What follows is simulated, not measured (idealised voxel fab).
Process module heading - voxel released beams
Pictured: cross-section cut, 190 nm wide, on a grid of 5 nm square cells.
If you're reading a cross-section in this doc, picture square cells in a grid; it comes to you as bands, top ones listed first down to the bottom, and a band can be one or more rows of cells. Top, bottom (nm), then materials left to right with widths (nm); lone material tagged "edge to edge" fills the whole band edge to edge; "blank" = empty space. Convention: height 0 is the level below which the wafer, as received, is all one material. The lowest band does not terminate at the bottom but continues downward, represented as "0 -> down". When a width is written as two numbers, as in "30 to 40", the first number is the width in the top row of cells of the band and the second is the width in its bottom row, and the width changes by the same amount from each row to the next. The designation "all unchanged", where it is given for a processing step, indicates that no cell of the cross-section was altered in the course of that step. "Closed void roster" specifies each empty space that is not open to the top and that occupies no fewer than 8 cells, using the form width x height at distance, the distance measured from the left edge and all three quantities in nm. If you see something after the settings on a step's line, that's the simulator's own remark about that step. The setting "overlay nm" may be written on the line of a step. When the step uses a mask, the value reports how far to the right of the planned place the mask lay, and a negative value reports that it lay to the left.

[Below is the list of planned process steps]
1. RECEIVE | material Si
2. CONFORMAL_DEP | material Al2O3 | thk nm 5
3. DIRECTIONAL_DEP | material SiO2 | thk nm 20
4. MASKED_ETCH | tone open | mask id ANCHOR | width nm 35 | etch materials SiO2 | depth nm 20 | overlay nm 0
5. CONFORMAL_DEP | material W | thk nm 15
6. MASKED_ETCH | tone cover | mask id BEAM | width nm 90 | etch materials W | depth nm 15 | overlay nm 0
7. STRIP | etch materials SiO2

[As-received wafer cross-section (after step 1)]
  0 -> down  Si edge to edge
  Closed void roster: none

[Cross-section taken at module completion on the first of two wafers; processed per the plan]
  40 -> 25  45 blank | 20 W | 5 blank | 65 W | 55 blank
  25 -> 20  50 blank | 15 W | 5 blank | 15 W | 105 blank
  20 -> 5  50 blank | 35 W | 105 blank
  5 -> 0  Al2O3 edge to edge
  0 -> down  Si edge to edge
  Closed void roster: none

[Cross-section, second wafer: same start as the first, same plan as the first, one mistake in running it; taken at the end of the module]
  40 -> 25  35 blank | 30 W | 5 blank | 55 W | 65 blank
  25 -> 20  50 blank | 15 W | 5 blank | 15 W | 105 blank
  20 -> 5  50 blank | 35 W | 105 blank
  5 -> 0  Al2O3 edge to edge
  0 -> down  Si edge to edge
  Closed void roster: none
Short version of what went wrong: heads up, step 6 didn't go per plan, it actually ran as MASKED_ETCH | tone cover | mask id BEAM | width nm 90 | etch materials W | depth nm 15 | overlay nm -10
Both wafers, final: cells per material equal; arrangement not.
